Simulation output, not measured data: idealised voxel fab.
Proc. module: voxel transistor to metal
The cross-section on display is named cut; it measures 150 nm wide, and its cells are 5 nm squares.
Cross-section format: a grid of square cells, given as bands from top to bottom; each band is one or more rows of cells.
Read a band's entry like this: the first values are the height of its top and the height of its bottom in nm, and what follows is the sequence of materials from left to right, each with its width in nm. Note that "air" is empty space, and that a single material marked "everywhere" reaches across the band from edge to edge.
Below 0: as-received wafer, all one material; heights counted from there. Lowest band: no bottom, goes on down, written "0 -> down".
The width entry "30 to 40" should be interpreted row by row: the top row of cells in the band takes the first number, the bottom row takes the second number, and the change between adjacent rows is uniform throughout.
Any step labelled "no change" changed none of the cells in the cross-section.
Listed in "Enclosed cavity list": every empty space of 8 or more cells without an open way to the top. Form: width x height at distance, the distance being from the left edge, all in nm.
That trailing text on a step's line, after the settings, is the simulator's own remark on the step.
overlay nm: mask offset rightward from planned place, masked step; negative means leftward offset.

### Intended process steps
1. RECEIVE, material Si
2. CONFORMAL_DEP, material SiO2, thk nm 5
3. CONFORMAL_DEP, material SiN, thk nm 10
4. DIRECTIONAL_DEP, material aC, thk nm 15
5. PATTERN, tone cover, mask id ACTIVE, material resist, width nm 115, thk nm 35, overlay nm 0
6. DIRECTIONAL_ETCH, etch materials aC, depth nm 15
7. STRIP, etch materials resist
8. DIRECTIONAL_ETCH, etch materials SiN, depth nm 10
9. DIRECTIONAL_ETCH, etch materials SiO2, depth nm 5
10. DIRECTIONAL_ETCH, etch materials Si, depth nm 35
11. STRIP, etch materials aC
12. FILL_DEP, material SiO2, thk nm 10
13. CMP, height nm 15
14. SELECTIVE_ETCH, etch materials SiO2, depth nm 5
15. STRIP, etch materials SiN
16. SELECTIVE_ETCH, etch materials SiO2, depth nm 5
17. OXIDIZE, depth nm 5
18. DIRECTIONAL_DEP, material polySi, thk nm 30
19. DIRECTIONAL_DEP, material SiCN, thk nm 15
20. DIRECTIONAL_DEP, material aC, thk nm 15
21. PATTERN, tone cover, mask id GATE, material resist, width nm 35, thk nm 35, overlay nm 0
22. DIRECTIONAL_ETCH, etch materials aC, depth nm 15
23. STRIP, etch materials resist
24. DIRECTIONAL_ETCH, etch materials SiCN, depth nm 25
25. DIRECTIONAL_ETCH, etch materials polySi, depth nm 40
26. STRIP, etch materials aC
27. CONFORMAL_DEP, material SiN, thk nm 10
28. DIRECTIONAL_ETCH, etch materials SiN, depth nm 10
29. DIRECTIONAL_ETCH, etch materials SiO2, depth nm 5
30. DIRECTIONAL_ETCH, etch materials Si, depth nm 15
31. EPI, material pSi, thk nm 15
32. FILL_DEP, material SiO2, thk nm 5
33. CMP, height nm 30
34. STRIP, etch materials polySi
35. SELECTIVE_ETCH, etch materials SiO2, depth nm 5
36. CONFORMAL_DEP, material HfO2, thk nm 5
37. CONFORMAL_DEP, material TiN, thk nm 5
38. FILL_DEP, material W, thk nm 5
39. CMP, height nm 25
40. DIRECTIONAL_DEP, material SiO2, thk nm 10
41. DIRECTIONAL_DEP, material aC, thk nm 15
42. PATTERN, tone open, mask id CONTACT, material resist, width nm 15, pitch nm 90, thk nm 35, overlay nm 0
43. DIRECTIONAL_ETCH, etch materials aC, depth nm 15
44. STRIP, etch materials resist
45. DIRECTIONAL_ETCH, etch materials SiO2, depth nm 25
46. STRIP, etch materials aC
47. CONFORMAL_DEP, material TiN, thk nm 5
48. FILL_DEP, material Ru, thk nm 10
49. CMP, height nm 35
50. DIRECTIONAL_DEP, material TiN, thk nm 5
51. DIRECTIONAL_DEP, material W, thk nm 20
52. PATTERN, tone cover, mask id METAL_1, material resist, width nm 15, pitch nm 90, thk nm 20, overlay nm 0
53. DIRECTIONAL_ETCH, etch materials W, depth nm 20
54. DIRECTIONAL_ETCH, etch materials TiN, depth nm 5
55. STRIP, etch materials resist
56. CONFORMAL_DEP, material SiN, thk nm 5
57. FILL_DEP, material lowk, thk nm 10
58. CMP, height nm 60
59. CONFORMAL_DEP, material SiCN, thk nm 5
60. DIRECTIONAL_DEP, material lowk, thk nm 25
61. MASKED_ETCH, tone open, mask id METAL_2, width nm 15, pitch nm 90, etch materials lowk, depth nm 15, overlay nm 0
62. MASKED_ETCH, tone open, mask id METAL_2_HOLES, width nm 15, pitch nm 90, etch materials lowk, depth nm 10, overlay nm -5
63. MASKED_ETCH, tone open, mask id METAL_2_HOLES, width nm 15, pitch nm 90, etch materials SiCN, depth nm 5, overlay nm 0
64. CONFORMAL_DEP, material TiN, thk nm 5
65. FILL_DEP, material Ru, thk nm 5
66. CMP, height nm 90
67. CONFORMAL_DEP, material SiCN, thk nm 5
The overlay nm used in step 62 is not the same on every wafer, whereas the starting condition is; the value printed in the plan is the first wafer's.

### Cross-section of the first of several wafers on receipt, reflecting completion of step 1
* 0 -> down = Si everywhere
* Enclosed cavity list: none

### Post step 67, the closing step of the module: first of several wafers, cross-sectioned
* 95 -> 90 = SiCN everywhere
* 90 -> 80 = 15 nm lowk, then 5 to 10 nm TiN, then 10 to 5 nm Ru, then 5 nm TiN, then 70 nm lowk, then 5 to 10 nm TiN, then 10 to 5 nm Ru, then 5 nm TiN, then 25 nm lowk
* 80 -> 75 = 20 nm lowk, then 15 nm TiN, then 75 nm lowk, then 15 nm TiN, then 25 nm lowk
* 75 -> 65 = 20 nm lowk, then 10 nm TiN, then 80 nm lowk, then 10 nm TiN, then 30 nm lowk
* 65 -> 60 = 20 nm SiCN, then 10 nm TiN, then 80 nm SiCN, then 10 nm TiN, then 30 nm SiCN
* 60 -> 40 = 15 nm lowk, then 5 nm SiN, then 15 nm W, then 5 nm SiN, then 65 nm lowk, then 5 nm SiN, then 15 nm W, then 5 nm SiN, then 20 nm lowk
* 40 -> 35 = 20 nm SiN, then 15 nm TiN, then 75 nm SiN, then 15 nm TiN, then 25 nm SiN
* 35 -> 25 = 20 nm SiO2, then 5 nm TiN, then 5 nm Ru, then 5 nm TiN, then 75 nm SiO2, then 5 nm TiN, then 5 nm Ru, then 5 nm TiN, then 25 nm SiO2
* 25 -> 15 = 20 nm SiO2, then 5 nm TiN, then 5 nm Ru, then 5 nm TiN, then 10 nm SiO2, then 10 nm SiN, then 5 nm HfO2, then 5 nm TiN, then 15 nm W, then 5 nm TiN, then 5 nm HfO2, then 10 nm SiN, then 10 nm SiO2, then 5 nm TiN, then 5 nm Ru, then 5 nm TiN, then 25 nm SiO2
* 15 -> 10 = 20 nm SiO2, then 15 nm TiN, then 10 nm SiO2, then 10 nm SiN, then 5 nm HfO2, then 5 nm TiN, then 15 nm W, then 5 nm TiN, then 5 nm HfO2, then 10 nm SiN, then 10 nm SiO2, then 15 nm TiN, then 25 nm SiO2
* 10 -> 5 = 15 nm SiO2, then 30 nm pSi, then 10 nm SiN, then 5 nm HfO2, then 5 nm TiN, then 15 nm W, then 5 nm TiN, then 5 nm HfO2, then 10 nm SiN, then 30 nm pSi, then 20 nm SiO2
* 5 -> 0 = 10 nm SiO2, then 10 nm SiN, then 25 nm pSi, then 10 nm SiN, then 5 nm HfO2, then 25 nm TiN, then 5 nm HfO2, then 10 nm SiN, then 25 nm pSi, then 10 nm SiN, then 15 nm SiO2
* 0 -> -5 = 20 nm SiO2, then 25 nm pSi, then 5 nm SiO2, then 45 nm HfO2, then 5 nm SiO2, then 25 nm pSi, then 25 nm SiO2
* -5 -> -20 = 15 nm SiO2, then 5 nm Si, then 25 nm pSi, then 55 nm Si, then 25 nm pSi, then 5 nm Si, then 20 nm SiO2
* -20 -> -35 = 15 nm SiO2, then 115 nm Si, then 20 nm SiO2
* -35 -> down = Si everywhere
* Enclosed cavity list: none

### Cross-sectional view of the final wafer of several at the module's end
* 95 -> 90 = SiCN everywhere
* 90 -> 80 = 20 nm lowk, then 5 nm TiN, then 15 to 5 nm Ru, then 5 to 15 nm TiN, then 65 nm lowk, then 5 nm TiN, then 15 to 5 nm Ru, then 5 to 15 nm TiN, then 15 nm lowk
* 80 -> 75 = 20 nm lowk, then 15 nm TiN, then 75 nm lowk, then 15 nm TiN, then 25 nm lowk
* 75 -> 65 = 30 nm lowk, then 5 nm TiN, then 85 nm lowk, then 5 nm TiN, then 25 nm lowk
* 65 -> 60 = 30 nm SiCN, then 5 nm TiN, then 85 nm SiCN, then 5 nm TiN, then 25 nm SiCN
* 60 -> 40 = 15 nm lowk, then 5 nm SiN, then 15 nm W, then 5 nm SiN, then 65 nm lowk, then 5 nm SiN, then 15 nm W, then 5 nm SiN, then 20 nm lowk
* 40 -> 35 = 20 nm SiN, then 15 nm TiN, then 75 nm SiN, then 15 nm TiN, then 25 nm SiN
* 35 -> 25 = 20 nm SiO2, then 5 nm TiN, then 5 nm Ru, then 5 nm TiN, then 75 nm SiO2, then 5 nm TiN, then 5 nm Ru, then 5 nm TiN, then 25 nm SiO2
* 25 -> 15 = 20 nm SiO2, then 5 nm TiN, then 5 nm Ru, then 5 nm TiN, then 10 nm SiO2, then 10 nm SiN, then 5 nm HfO2, then 5 nm TiN, then 15 nm W, then 5 nm TiN, then 5 nm HfO2, then 10 nm SiN, then 10 nm SiO2, then 5 nm TiN, then 5 nm Ru, then 5 nm TiN, then 25 nm SiO2
* 15 -> 10 = 20 nm SiO2, then 15 nm TiN, then 10 nm SiO2, then 10 nm SiN, then 5 nm HfO2, then 5 nm TiN, then 15 nm W, then 5 nm TiN, then 5 nm HfO2, then 10 nm SiN, then 10 nm SiO2, then 15 nm TiN, then 25 nm SiO2
* 10 -> 5 = 15 nm SiO2, then 30 nm pSi, then 10 nm SiN, then 5 nm HfO2, then 5 nm TiN, then 15 nm W, then 5 nm TiN, then 5 nm HfO2, then 10 nm SiN, then 30 nm pSi, then 20 nm SiO2
* 5 -> 0 = 10 nm SiO2, then 10 nm SiN, then 25 nm pSi, then 10 nm SiN, then 5 nm HfO2, then 25 nm TiN, then 5 nm HfO2, then 10 nm SiN, then 25 nm pSi, then 10 nm SiN, then 15 nm SiO2
* 0 -> -5 = 20 nm SiO2, then 25 nm pSi, then 5 nm SiO2, then 45 nm HfO2, then 5 nm SiO2, then 25 nm pSi, then 25 nm SiO2
* -5 -> -20 = 15 nm SiO2, then 5 nm Si, then 25 nm pSi, then 55 nm Si, then 25 nm pSi, then 5 nm Si, then 20 nm SiO2
* -20 -> -35 = 15 nm SiO2, then 115 nm Si, then 20 nm SiO2
* -35 -> down = Si everywhere
* Enclosed cavity list: none

### Wafer rows, end of module: cells per material gained (+) or lost (-) since receipt; closed voids last
overlay nm -5, +19 HfO2, +14 Ru, -102 Si, +56 SiCN, +64 SiN, +152 SiO2, +69 TiN, +36 W, +200 lowk, +62 pSi, Enclosed cavity list: none
overlay nm 0, +19 HfO2, +18 Ru, -102 Si, +54 SiCN, +64 SiN, +152 SiO2, +67 TiN, +36 W, +200 lowk, +62 pSi, Enclosed cavity list: none
overlay nm 5, +19 HfO2, +14 Ru, -102 Si, +56 SiCN, +64 SiN, +152 SiO2, +69 TiN, +36 W, +200 lowk, +62 pSi, Enclosed cavity list: none
overlay nm 10, +19 HfO2, +16 Ru, -102 Si, +58 SiCN, +64 SiN, +152 SiO2, +65 TiN, +36 W, +200 lowk, +62 pSi, Enclosed cavity list: none
